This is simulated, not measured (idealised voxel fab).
Presented below is a process module, voxel self aligned contacts.
Cross-sectional view cut (width: 195 nm; square cell size: 5 nm).
For the purposes of this document, a cross-section shall be understood as a grid of square cells, specified as bands listed in top-to-bottom order, each band consisting of one or more rows of cells. Each band's line starts with the height of the band's top and of its bottom, in nm. Then come its materials from left to right, each with its width in nm. One material with "throughout" fills the band from edge to edge. "air" is empty space. Heads up on the height convention: 0 is the point under which the incoming wafer is all one material, and the lowest band has no bottom, it just keeps going down, like "z 0 and below". Graded width ("30 to 40"): value in top row of band = first number; value in bottom row = second number; row-to-row change constant. You'll sometimes find "remains unaltered" written for a step, and that's the way of saying that nowhere in the cross-section did a cell change during that step. This entry, "Enclosed void list", enumerates those empty regions of no fewer than 8 cells that possess no open connection to the top. Each region is reported in the form width x height at distance, the distance being taken from the left edge, with all three quantities expressed in nm. It should be noted that, on the line of a given step, the content following the step's settings is a remark produced by the simulator itself with respect to that step. "overlay nm" denotes, for a step that has a mask, the displacement of the mask to the right of its planned place, with negative values corresponding to the left.
# So here's the lineup of process steps we planned
1 RECEIVE, material Si
2 CONFORMAL_DEP, material SiO2, thk nm 5
3 DIRECTIONAL_DEP, material polySi, thk nm 25
4 DIRECTIONAL_DEP, material SiN, thk nm 25
5 DIRECTIONAL_DEP, material aC, thk nm 15
6 PATTERN, tone cover, mask id GATE, material resist, width nm 25, pitch nm 65, thk nm 35, overlay nm 0
7 DIRECTIONAL_ETCH, etch materials aC, depth nm 15
8 STRIP, etch materials resist
9 DIRECTIONAL_ETCH, etch materials SiN, depth nm 25
10 DIRECTIONAL_ETCH, etch materials polySi, depth nm 25
11 STRIP, etch materials aC
12 CONFORMAL_DEP, material SiN, thk nm 10
13 DIRECTIONAL_ETCH, etch materials SiN, depth nm 10
14 FILL_DEP, material SiO2, thk nm 15
15 CMP, height nm 60
16 MASKED_ETCH, tone open, mask id CONTACT, width nm 50, etch materials SiO2, depth nm 60, overlay nm 0
17 CONFORMAL_DEP, material TiN, thk nm 5
18 FILL_DEP, material Ru, thk nm 5
19 CMP, height nm 60
20 CONFORMAL_DEP, material SiN, thk nm 5
# So this is the incoming wafer in cross-section - it's already been through step 1
- z 0 and below  Si throughout
- Enclosed void list: none
# The module was run from the start shown above using the plan shown above, but one mistake was made doing it; the resulting wafer cross-section is below
- z 65 to 60  SiN throughout
- z 60 to 55  SiO2=40; SiN=45; TiN=5; Ru=10; TiN=5; SiN=45; SiO2=45
- z 55 to 35  SiO2=40; SiN=10; polySi=25; SiN=10; TiN=5; Ru=10; TiN=5; SiN=10; polySi=25; SiN=10; SiO2=45
- z 35 to 30  SiO2=40; SiN=10; polySi=25; SiN=10; TiN=20; SiN=10; polySi=25; SiN=10; SiO2=45
- z 30 to 5  polySi throughout
- z 5 to 0  SiO2 throughout
- z 0 and below  Si throughout
- Enclosed void list: none
The mistake made against the process plan was this: plan step 3 ran twice
